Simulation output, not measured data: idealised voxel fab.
Process module name: voxel transistor to metal
In the cross-section labelled cut, the width is 185 nm and each square cell is 5 nm.
In this document a cross-section is written as a grid of square cells. It is given as a series of bands, listed from the top down, and a band is one or more rows of cells.
What a band's entry tells you: where the top is and where the bottom is, as heights in nm, and after that what lies inside, material by material from left to right, each with its width in nm. Empty space is written as the word "blank", and a single material marked with the word "throughout" occupies the band from edge to edge.
Note: height 0 marks the level under which the wafer is uniformly one material as received. Lowest band unbounded below, written "0..down".
With a width like "30..40", each row of cells in the band differs from the next by the same amount, the top row carrying the first number and the bottom row the second.
The cross-section has no changed cell in any step marked "identical to before".
"Trapped cavities" specifies each empty space that is not open to the top and that occupies no fewer than 8 cells, using the form width x height at distance, the distance measured from the left edge and all three quantities in nm.
Heads up: the bit after the settings on a step's line is the simulator's remark on that step.
overlay nm: for a step with a mask, the amount by which the mask lay right of where it was planned; a negative amount means left of it.
Steps in the process plan
| 1 | RECEIVE (material Si) |
| 2 | CONFORMAL_DEP (material SiO2; thk nm 5) |
| 3 | CONFORMAL_DEP (material SiN; thk nm 15) |
| 4 | DIRECTIONAL_DEP (material aC; thk nm 10) |
| 5 | PATTERN (tone cover; mask id ACTIVE; material resist; width nm 105; thk nm 25; overlay nm 0) |
| 6 | DIRECTIONAL_ETCH (etch materials aC; depth nm 10) |
| 7 | STRIP (etch materials resist) |
| 8 | DIRECTIONAL_ETCH (etch materials SiN; depth nm 15) |
| 9 | DIRECTIONAL_ETCH (etch materials SiO2; depth nm 5) |
| 10 | DIRECTIONAL_ETCH (etch materials Si; depth nm 35) |
| 11 | STRIP (etch materials aC) |
| 12 | OXIDIZE (depth nm 5) |
| 13 | FILL_DEP (material SiO2; thk nm 5) |
| 14 | CMP (height nm 20) |
| 15 | SELECTIVE_ETCH (etch materials SiO2; depth nm 10) |
| 16 | STRIP (etch materials SiN) |
| 17 | SELECTIVE_ETCH (etch materials SiO2; depth nm 5) |
| 18 | OXIDIZE (depth nm 5) |
| 19 | DIRECTIONAL_DEP (material polySi; thk nm 25) |
| 20 | DIRECTIONAL_DEP (material SiCN; thk nm 10) |
| 21 | DIRECTIONAL_DEP (material aC; thk nm 15) |
| 22 | PATTERN (tone cover; mask id GATE; material resist; width nm 35; thk nm 35; overlay nm 0) |
| 23 | DIRECTIONAL_ETCH (etch materials aC; depth nm 15) |
| 24 | STRIP (etch materials resist) |
| 25 | DIRECTIONAL_ETCH (etch materials SiCN; depth nm 20) |
| 26 | DIRECTIONAL_ETCH (etch materials polySi; depth nm 35) |
| 27 | STRIP (etch materials aC) |
| 28 | CONFORMAL_DEP (material SiN; thk nm 10) |
| 29 | DIRECTIONAL_ETCH (etch materials SiN; depth nm 10) |
| 30 | DIRECTIONAL_ETCH (etch materials SiO2; depth nm 5) |
| 31 | DIRECTIONAL_ETCH (etch materials Si; depth nm 5) |
| 32 | EPI (material SiGe; thk nm 10) |
| 33 | FILL_DEP (material SiO2; thk nm 5) |
| 34 | CMP (height nm 25) |
| 35 | STRIP (etch materials polySi) |
| 36 | SELECTIVE_ETCH (etch materials SiO2; depth nm 5) |
| 37 | CONFORMAL_DEP (material HfO2; thk nm 5) |
| 38 | CONFORMAL_DEP (material TiN; thk nm 5) |
| 39 | FILL_DEP (material W; thk nm 5) |
| 40 | CMP (height nm 20) |
| 41 | DIRECTIONAL_DEP (material SiO2; thk nm 10) |
| 42 | DIRECTIONAL_DEP (material aC; thk nm 15) |
| 43 | PATTERN (tone open; mask id CONTACT; material resist; width nm 15; pitch nm 80; thk nm 30; overlay nm 0) |
| 44 | DIRECTIONAL_ETCH (etch materials aC; depth nm 15) |
| 45 | STRIP (etch materials resist) |
| 46 | DIRECTIONAL_ETCH (etch materials SiO2; depth nm 30) |
| 47 | STRIP (etch materials aC) |
| 48 | CONFORMAL_DEP (material TiN; thk nm 5) |
| 49 | FILL_DEP (material Ru; thk nm 5) |
| 50 | CMP (height nm 30) |
| 51 | DIRECTIONAL_DEP (material TiN; thk nm 5) |
| 52 | DIRECTIONAL_DEP (material W; thk nm 20) |
| 53 | PATTERN (tone cover; mask id METAL_1; material resist; width nm 15; pitch nm 80; thk nm 15; overlay nm 0) |
| 54 | DIRECTIONAL_ETCH (etch materials W; depth nm 20) |
| 55 | DIRECTIONAL_ETCH (etch materials TiN; depth nm 5) |
| 56 | STRIP (etch materials resist) |
| 57 | FILL_DEP (material SiO2; thk nm 10) |
| 58 | CMP (height nm 55) |
| 59 | CONFORMAL_DEP (material SiCN; thk nm 5) |
| 60 | DIRECTIONAL_DEP (material lowk; thk nm 30) |
| 61 | MASKED_ETCH (tone open; mask id METAL_2; width nm 15; pitch nm 80; etch materials lowk; depth nm 20; overlay nm 0) |
| 62 | MASKED_ETCH (tone open; mask id METAL_2_HOLES; width nm 15; pitch nm 80; etch materials lowk; depth nm 10; overlay nm 0) |
| 63 | MASKED_ETCH (tone open; mask id METAL_2_HOLES; width nm 15; pitch nm 80; etch materials SiCN; depth nm 5; overlay nm 0) |
| 64 | CONFORMAL_DEP (material TiN; thk nm 5) |
| 65 | FILL_DEP (material Cu; thk nm 10) |
| 66 | CMP (height nm 90) |
| 67 | CONFORMAL_DEP (material SiN; thk nm 5) |
first wafer, as planned
So this is the incoming wafer in cross-section - it's already been through step 1
	0..down  Si throughout
	Trapped cavities: none
Cross-section of the wafer subsequent to step 2
	5..0  SiO2 throughout
	Under the height 0 nothing was changed.
Cross-section of the wafer subsequent to step 3
	20..5  SiN throughout
	Under the height 5 nothing was changed.
Cross-section of the wafer subsequent to step 4
	30..20  aC throughout
	Under the height 20 nothing was changed.
Cross-section of the wafer subsequent to step 5
	55..30  blank (40) / resist (105) / blank (40)
	Under the height 30 nothing was changed.
Cross-section of the wafer subsequent to step 6
	45..30  blank (40) / resist (105) / blank (40)
	30..20  blank (40) / aC (105) / blank (40)
	Under the height 20 nothing was changed.
Cross-section of the wafer subsequent to step 7
	30..20  blank (40) / aC (105) / blank (40)
	Under the height 20 nothing was changed.
Cross-section of the wafer subsequent to step 8
	30..20  blank (40) / aC (105) / blank (40)
	20..5  blank (40) / SiN (105) / blank (40)
	Under the height 5 nothing was changed.
Cross-section of the wafer subsequent to step 9
	30..20  blank (40) / aC (105) / blank (40)
	20..5  blank (40) / SiN (105) / blank (40)
	5..0  blank (40) / SiO2 (105) / blank (40)
	Under the height 0 nothing was changed.
Cross-section of the wafer subsequent to step 10
	30..20  blank (40) / aC (105) / blank (40)
	20..5  blank (40) / SiN (105) / blank (40)
	5..0  blank (40) / SiO2 (105) / blank (40)
	0..-35  blank (40) / Si (105) / blank (40)
	Under the height -35 nothing was changed.
Cross-section of the wafer subsequent to step 11
	20..5  blank (40) / SiN (105) / blank (40)
	Under the height 5 nothing was changed.
Cross-section of the wafer subsequent to step 12
	20..5  blank (40) / SiN (105) / blank (40)
	5..0  blank (40) / SiO2 (105) / blank (40)
	0..-35  blank (40) / SiO2 (5) / Si (95) / SiO2 (5) / blank (40)
	-35..-40  SiO2 (45) / Si (95) / SiO2 (45)
	Under the height -40 nothing was changed.
Cross-section of the wafer subsequent to step 13
	25..20  SiO2 throughout
	20..5  SiO2 (40) / SiN (105) / SiO2 (40)
	5..0  SiO2 throughout
	0..-40  SiO2 (45) / Si (95) / SiO2 (45)
	Under the height -40 nothing was changed.
Cross-section of the wafer subsequent to step 14
	20..5  SiO2 (40) / SiN (105) / SiO2 (40)
	Under the height 5 nothing was changed.
Cross-section of the wafer subsequent to step 15
	20..10  blank (40) / SiN (105) / blank (40)
	Under the height 10 nothing was changed.
Cross-section of the wafer subsequent to step 16
	10..5  SiO2 (40) / blank (105) / SiO2 (40)
	Under the height 5 nothing was changed.
Cross-section of the wafer subsequent to step 17
	5..0  SiO2 (35) / blank (115) / SiO2 (35)
	Under the height 0 nothing was changed.
Cross-section of the wafer subsequent to step 18
	5..0  SiO2 (35) / blank (115) / SiO2 (35)
	0..-5  SiO2 throughout
	Under the height -5 nothing was changed.
Cross-section of the wafer subsequent to step 19
	30..25  polySi (35) / blank (115) / polySi (35)
	25..5  polySi throughout
	5..0  SiO2 (35) / polySi (115) / SiO2 (35)
	Under the height 0 nothing was changed.
Cross-section of the wafer subsequent to step 20
	40..35  SiCN (35) / blank (115) / SiCN (35)
	35..30  SiCN throughout
	30..25  polySi (35) / SiCN (115) / polySi (35)
	Under the height 25 nothing was changed.
Cross-section of the wafer subsequent to step 21
	55..50  aC (35) / blank (115) / aC (35)
	50..40  aC throughout
	40..35  SiCN (35) / aC (115) / SiCN (35)
	Under the height 35 nothing was changed.
Cross-section of the wafer subsequent to step 22
	90..55  blank (75) / resist (35) / blank (75)
	55..50  aC (35) / blank (40) / resist (35) / blank (40) / aC (35)
	Under the height 50 nothing was changed.
Cross-section of the wafer subsequent to step 23
	75..50  blank (75) / resist (35) / blank (75)
	50..40  blank (75) / aC (35) / blank (75)
	40..35  SiCN (35) / blank (40) / aC (35) / blank (40) / SiCN (35)
	Under the height 35 nothing was changed.
Cross-section of the wafer subsequent to step 24
	50..40  blank (75) / aC (35) / blank (75)
	Under the height 40 nothing was changed.
Cross-section of the wafer subsequent to step 25
	50..35  blank (75) / aC (35) / blank (75)
	35..30  blank (75) / SiCN (35) / blank (75)
	30..25  polySi (35) / blank (40) / SiCN (35) / blank (40) / polySi (35)
	Under the height 25 nothing was changed.
Cross-section of the wafer subsequent to step 26
	50..35  blank (75) / aC (35) / blank (75)
	35..25  blank (75) / SiCN (35) / blank (75)
	25..5  blank (75) / polySi (35) / blank (75)
	5..0  SiO2 (35) / blank (40) / polySi (35) / blank (40) / SiO2 (35)
	Under the height 0 nothing was changed.
Cross-section of the wafer subsequent to step 27
	35..25  blank (75) / SiCN (35) / blank (75)
	Under the height 25 nothing was changed.
Cross-section of the wafer subsequent to step 28
	45..35  blank (65) / SiN (55) / blank (65)
	35..25  blank (65) / SiN (10) / SiCN (35) / SiN (10) / blank (65)
	25..15  blank (65) / SiN (10) / polySi (35) / SiN (10) / blank (65)
	15..10  SiN (45) / blank (20) / SiN (10) / polySi (35) / SiN (10) / blank (20) / SiN (45)
	10..5  SiN (75) / polySi (35) / SiN (75)
	5..0  SiO2 (35) / SiN (40) / polySi (35) / SiN (40) / SiO2 (35)
	Under the height 0 nothing was changed.
Cross-section of the wafer subsequent to step 29
	35..25  blank (65) / SiN (10) / SiCN (35) / SiN (10) / blank (65)
	25..5  blank (65) / SiN (10) / polySi (35) / SiN (10) / blank (65)
	5..0  SiO2 (35) / SiN (10) / blank (20) / SiN (10) / polySi (35) / SiN (10) / blank (20) / SiN (10) / SiO2 (35)
	Under the height 0 nothing was changed.
Cross-section of the wafer subsequent to step 30
	35..25  blank (65) / SiN (10) / SiCN (35) / SiN (10) / blank (65)
	25..5  blank (65) / SiN (10) / polySi (35) / SiN (10) / blank (65)
	5..0  blank (35) / SiN (10) / blank (20) / SiN (10) / polySi (35) / SiN (10) / blank (20) / SiN (10) / blank (35)
	0..-5  SiO2 (45) / blank (20) / SiO2 (55) / blank (20) / SiO2 (45)
	Under the height -5 nothing was changed.
Cross-section of the wafer subsequent to step 31
	35..25  blank (65) / SiN (10) / SiCN (35) / SiN (10) / blank (65)
	25..5  blank (65) / SiN (10) / polySi (35) / SiN (10) / blank (65)
	5..0  blank (35) / SiN (10) / blank (20) / SiN (10) / polySi (35) / SiN (10) / blank (20) / SiN (10) / blank (35)
	0..-5  SiO2 (45) / blank (20) / SiO2 (55) / blank (20) / SiO2 (45)
	-5..-10  SiO2 (45) / blank (20) / Si (55) / blank (20) / SiO2 (45)
	Under the height -10 nothing was changed.
Cross-section of the wafer subsequent to step 32
	35..25  blank (65) / SiN (10) / SiCN (35) / SiN (10) / blank (65)
	25..5  blank (65) / SiN (10) / polySi (35) / SiN (10) / blank (65)
	5..0  blank (35) / SiN (10) / blank (10) / SiGe (10) / SiN (10) / polySi (35) / SiN (10) / SiGe (10) / blank (10) / SiN (10) / blank (35)
	0..-5  SiO2 (45) / SiGe (20) / SiO2 (55) / SiGe (20) / SiO2 (45)
	-5..-10  SiO2 (45) / SiGe (20) / Si (55) / SiGe (20) / SiO2 (45)
	Under the height -10 nothing was changed.
Cross-section of the wafer subsequent to step 33
	40..35  SiO2 throughout
	35..25  SiO2 (65) / SiN (10) / SiCN (35) / SiN (10) / SiO2 (65)
	25..5  SiO2 (65) / SiN (10) / polySi (35) / SiN (10) / SiO2 (65)
	5..0  SiO2 (35) / SiN (10) / SiO2 (10) / SiGe (10) / SiN (10) / polySi (35) / SiN (10) / SiGe (10) / SiO2 (10) / SiN (10) / SiO2 (35)
	Under the height 0 nothing was changed.
Cross-section of the wafer subsequent to step 34
	25..5  SiO2 (65) / SiN (10) / polySi (35) / SiN (10) / SiO2 (65)
	Under the height 5 nothing was changed.
Cross-section of the wafer subsequent to step 35
	25..5  SiO2 (65) / SiN (10) / blank (35) / SiN (10) / SiO2 (65)
	5..0  SiO2 (35) / SiN (10) / SiO2 (10) / SiGe (10) / SiN (10) / blank (35) / SiN (10) / SiGe (10) / SiO2 (10) / SiN (10) / SiO2 (35)
	Under the height 0 nothing was changed.
Cross-section of the wafer subsequent to step 36
	25..20  blank (65) / SiN (10) / blank (35) / SiN (10) / blank (65)
	20..5  SiO2 (65) / SiN (10) / blank (35) / SiN (10) / SiO2 (65)
	5..0  SiO2 (35) / SiN (10) / SiO2 (10) / SiGe (10) / SiN (10) / blank (35) / SiN (10) / SiGe (10) / SiO2 (10) / SiN (10) / SiO2 (35)
	0..-5  SiO2 (45) / SiGe (20) / SiO2 (5) / blank (45) / SiO2 (5) / SiGe (20) / SiO2 (45)
	Under the height -5 nothing was changed.
Cross-section of the wafer subsequent to step 37
	30..25  blank (60) / HfO2 (20) / blank (25) / HfO2 (20) / blank (60)
	25..20  HfO2 (65) / SiN (10) / HfO2 (5) / blank (25) / HfO2 (5) / SiN (10) / HfO2 (65)
	20..5  SiO2 (65) / SiN (10) / HfO2 (5) / blank (25) / HfO2 (5) / SiN (10) / SiO2 (65)
	5..0  SiO2 (35) / SiN (10) / SiO2 (10) / SiGe (10) / SiN (10) / HfO2 (5) / blank (25) / HfO2 (5) / SiN (10) / SiGe (10) / SiO2 (10) / SiN (10) / SiO2 (35)
	0..-5  SiO2 (45) / SiGe (20) / SiO2 (5) / HfO2 (45) / SiO2 (5) / SiGe (20) / SiO2 (45)
	Under the height -5 nothing was changed.
Cross-section of the wafer subsequent to step 38
	35..30  blank (55) / TiN (30) / blank (15) / TiN (30) / blank (55)
	30..25  TiN (60) / HfO2 (20) / TiN (5) / blank (15) / TiN (5) / HfO2 (20) / TiN (60)
	25..20  HfO2 (65) / SiN (10) / HfO2 (5) / TiN (5) / blank (15) / TiN (5) / HfO2 (5) / SiN (10) / HfO2 (65)
	20..5  SiO2 (65) / SiN (10) / HfO2 (5) / TiN (5) / blank (15) / TiN (5) / HfO2 (5) / SiN (10) / SiO2 (65)
	5..0  SiO2 (35) / SiN (10) / SiO2 (10) / SiGe (10) / SiN (10) / HfO2 (5) / TiN (25) / HfO2 (5) / SiN (10) / SiGe (10) / SiO2 (10) / SiN (10) / SiO2 (35)
	Under the height 0 nothing was changed.
Cross-section of the wafer subsequent to step 39
	40..35  W throughout
	35..30  W (55) / TiN (30) / W (15) / TiN (30) / W (55)
	30..25  TiN (60) / HfO2 (20) / TiN (5) / W (15) / TiN (5) / HfO2 (20) / TiN (60)
	25..20  HfO2 (65) / SiN (10) / HfO2 (5) / TiN (5) / W (15) / TiN (5) / HfO2 (5) / SiN (10) / HfO2 (65)
	20..5  SiO2 (65) / SiN (10) / HfO2 (5) / TiN (5) / W (15) / TiN (5) / HfO2 (5) / SiN (10) / SiO2 (65)
	Under the height 5 nothing was changed.
Cross-section of the wafer subsequent to step 40
	20..5  SiO2 (65) / SiN (10) / HfO2 (5) / TiN (5) / W (15) / TiN (5) / HfO2 (5) / SiN (10) / SiO2 (65)
	Under the height 5 nothing was changed.
Cross-section of the wafer subsequent to step 41
	30..20  SiO2 throughout
	Under the height 20 nothing was changed.
Cross-section of the wafer subsequent to step 42
	45..30  aC throughout
	Under the height 30 nothing was changed.
Cross-section of the wafer subsequent to step 43
	75..45  resist (45) / blank (15) / resist (65) / blank (15) / resist (45)
	Under the height 45 nothing was changed.
Cross-section of the wafer subsequent to step 44
	60..45  resist (45) / blank (15) / resist (65) / blank (15) / resist (45)
	45..30  aC (45) / blank (15) / aC (65) / blank (15) / aC (45)
	Under the height 30 nothing was changed.
Cross-section of the wafer subsequent to step 45
	45..30  aC (45) / blank (15) / aC (65) / blank (15) / aC (45)
	Under the height 30 nothing was changed.
Cross-section of the wafer subsequent to step 46
	45..30  aC (45) / blank (15) / aC (65) / blank (15) / aC (45)
	30..20  SiO2 (45) / blank (15) / SiO2 (65) / blank (15) / SiO2 (45)
	20..5  SiO2 (45) / blank (15) / SiO2 (5) / SiN (10) / HfO2 (5) / TiN (5) / W (15) / TiN (5) / HfO2 (5) / SiN (10) / SiO2 (5) / blank (15) / SiO2 (45)
	5..0  SiO2 (35) / SiN (10) / blank (10) / SiGe (10) / SiN (10) / HfO2 (5) / TiN (25) / HfO2 (5) / SiN (10) / SiGe (10) / blank (10) / SiN (10) / SiO2 (35)
	Under the height 0 nothing was changed.
Cross-section of the wafer subsequent to step 47
	30..20  SiO2 (45) / blank (15) / SiO2 (65) / blank (15) / SiO2 (45)
	Under the height 20 nothing was changed.
Cross-section of the wafer subsequent to step 48
	35..30  TiN (50) / blank (5) / TiN (75) / blank (5) / TiN (50)
	30..20  SiO2 (45) / TiN (5) / blank (5) / TiN (5) / SiO2 (65) / TiN (5) / blank (5) / TiN (5) / SiO2 (45)
	20..10  SiO2 (45) / TiN (5) / blank (5) / TiN (5) / SiO2 (5) / SiN (10) / HfO2 (5) / TiN (5) / W (15) / TiN (5) / HfO2 (5) / SiN (10) / SiO2 (5) / TiN (5) / blank (5) / TiN (5) / SiO2 (45)
	10..5  SiO2 (45) / TiN (15) / SiO2 (5) / SiN (10) / HfO2 (5) / TiN (5) / W (15) / TiN (5) / HfO2 (5) / SiN (10) / SiO2 (5) / TiN (15) / SiO2 (45)
	5..0  SiO2 (35) / SiN (10) / TiN (10) / SiGe (10) / SiN (10) / HfO2 (5) / TiN (25) / HfO2 (5) / SiN (10) / SiGe (10) / TiN (10) / SiN (10) / SiO2 (35)
	Under the height 0 nothing was changed.
Cross-section of the wafer subsequent to step 49
	40..35  Ru throughout
	35..30  TiN (50) / Ru (5) / TiN (75) / Ru (5) / TiN (50)
	30..20  SiO2 (45) / TiN (5) / Ru (5) / TiN (5) / SiO2 (65) / TiN (5) / Ru (5) / TiN (5) / SiO2 (45)
	20..10  SiO2 (45) / TiN (5) / Ru (5) / TiN (5) / SiO2 (5) / SiN (10) / HfO2 (5) / TiN (5) / W (15) / TiN (5) / HfO2 (5) / SiN (10) / SiO2 (5) / TiN (5) / Ru (5) / TiN (5) / SiO2 (45)
	Under the height 10 nothing was changed.
Cross-section of the wafer subsequent to step 50
	30..20  SiO2 (45) / TiN (5) / Ru (5) / TiN (5) / SiO2 (65) / TiN (5) / Ru (5) / TiN (5) / SiO2 (45)
	Under the height 20 nothing was changed.
Cross-section of the wafer subsequent to step 51
	35..30  TiN throughout
	Under the height 30 nothing was changed.
Cross-section of the wafer subsequent to step 52
	55..35  W throughout
	Under the height 35 nothing was changed.
Cross-section of the wafer subsequent to step 53
	70..55  blank (45) / resist (15) / blank (65) / resist (15) / blank (45)
	Under the height 55 nothing was changed.
Cross-section of the wafer subsequent to step 54
	70..55  blank (45) / resist (15) / blank (65) / resist (15) / blank (45)
	55..35  blank (45) / W (15) / blank (65) / W (15) / blank (45)
	Under the height 35 nothing was changed.
Cross-section of the wafer subsequent to step 55
	70..55  blank (45) / resist (15) / blank (65) / resist (15) / blank (45)
	55..35  blank (45) / W (15) / blank (65) / W (15) / blank (45)
	35..30  blank (45) / TiN (15) / blank (65) / TiN (15) / blank (45)
	Under the height 30 nothing was changed.
Cross-section of the wafer subsequent to step 56
	55..35  blank (45) / W (15) / blank (65) / W (15) / blank (45)
	Under the height 35 nothing was changed.
Cross-section of the wafer subsequent to step 57
	65..55  SiO2 throughout
	55..35  SiO2 (45) / W (15) / SiO2 (65) / W (15) / SiO2 (45)
	35..30  SiO2 (45) / TiN (15) / SiO2 (65) / TiN (15) / SiO2 (45)
	Under the height 30 nothing was changed.
Cross-section of the wafer subsequent to step 58
	55..35  SiO2 (45) / W (15) / SiO2 (65) / W (15) / SiO2 (45)
	Under the height 35 nothing was changed.
Cross-section of the wafer subsequent to step 59
	60..55  SiCN throughout
	Under the height 55 nothing was changed.
Cross-section of the wafer subsequent to step 60
	90..60  lowk throughout
	Under the height 60 nothing was changed.
Cross-section of the wafer subsequent to step 61
	90..70  lowk (45) / blank (15) / lowk (65) / blank (15) / lowk (45)
	Under the height 70 nothing was changed.
Cross-section of the wafer subsequent to step 62
	90..60  lowk (45) / blank (15) / lowk (65) / blank (15) / lowk (45)
	Under the height 60 nothing was changed.
Cross-section of the wafer subsequent to step 63
	90..60  lowk (45) / blank (15) / lowk (65) / blank (15) / lowk (45)
	60..55  SiCN (45) / blank (15) / SiCN (65) / blank (15) / SiCN (45)
	Under the height 55 nothing was changed.
Cross-section of the wafer subsequent to step 64
	95..90  TiN (50) / blank (5) / TiN (75) / blank (5) / TiN (50)
	90..60  lowk (45) / TiN (5) / blank (5) / TiN (5) / lowk (65) / TiN (5) / blank (5) / TiN (5) / lowk (45)
	60..55  SiCN (45) / TiN (15) / SiCN (65) / TiN (15) / SiCN (45)
	Under the height 55 nothing was changed.
Cross-section of the wafer subsequent to step 65
	105..95  Cu throughout
	95..90  TiN (50) / Cu (5) / TiN (75) / Cu (5) / TiN (50)
	90..60  lowk (45) / TiN (5) / Cu (5) / TiN (5) / lowk (65) / TiN (5) / Cu (5) / TiN (5) / lowk (45)
	Under the height 60 nothing was changed.
Cross-section of the wafer subsequent to step 66
	90..60  lowk (45) / TiN (5) / Cu (5) / TiN (5) / lowk (65) / TiN (5) / Cu (5) / TiN (5) / lowk (45)
	Under the height 60 nothing was changed.
Cross-section of the wafer subsequent to step 67
	95..90  SiN throughout
	Under the height 90 nothing was changed.
Second wafer. Start and plan as for the first. One mistake made in running. Agrees with the first up to and including step 60
X-section, second wafer, when step 61 was due to finish
	90..70  blank (45) / lowk (15) / blank (65) / lowk (15) / blank (45)
	Under the height 70 nothing was changed.
X-section, second wafer, when step 62 was due to finish
	80..70  blank (45) / lowk (15) / blank (65) / lowk (15) / blank (45)
	Under the height 70 nothing was changed.
X-section, second wafer, when step 63 was due to finish: identical to before
X-section, second wafer, when step 64 was due to finish
	85..80  blank (40) / TiN (25) / blank (55) / TiN (25) / blank (40)
	80..75  blank (40) / TiN (5) / lowk (15) / TiN (5) / blank (55) / TiN (5) / lowk (15) / TiN (5) / blank (40)
	75..70  TiN (45) / lowk (15) / TiN (65) / lowk (15) / TiN (45)
	Under the height 70 nothing was changed.
X-section, second wafer, when step 65 was due to finish
	95..85  Cu throughout
	85..80  Cu (40) / TiN (25) / Cu (55) / TiN (25) / Cu (40)
	80..75  Cu (40) / TiN (5) / lowk (15) / TiN (5) / Cu (55) / TiN (5) / lowk (15) / TiN (5) / Cu (40)
	Under the height 75 nothing was changed.
X-section, second wafer, when step 66 was due to finish
	90..85  Cu throughout
	Under the height 85 nothing was changed.
X-section, second wafer, when step 67 was due to finish
	95..90  SiN throughout
	Under the height 90 nothing was changed.
So what did we get wrong on this run? heads up, step 61 didn't go per plan, it actually ran as MASKED_ETCH (tone cover; mask id METAL_2; width nm 15; pitch nm 80; etch materials lowk; depth nm 20; overlay nm 0)
Per the end-of-run cell counts, the second wafer holds more or fewer of some materials than the first: Cu: 79 more | SiCN: 6 more | TiN: 15 more | lowk: 100 fewer
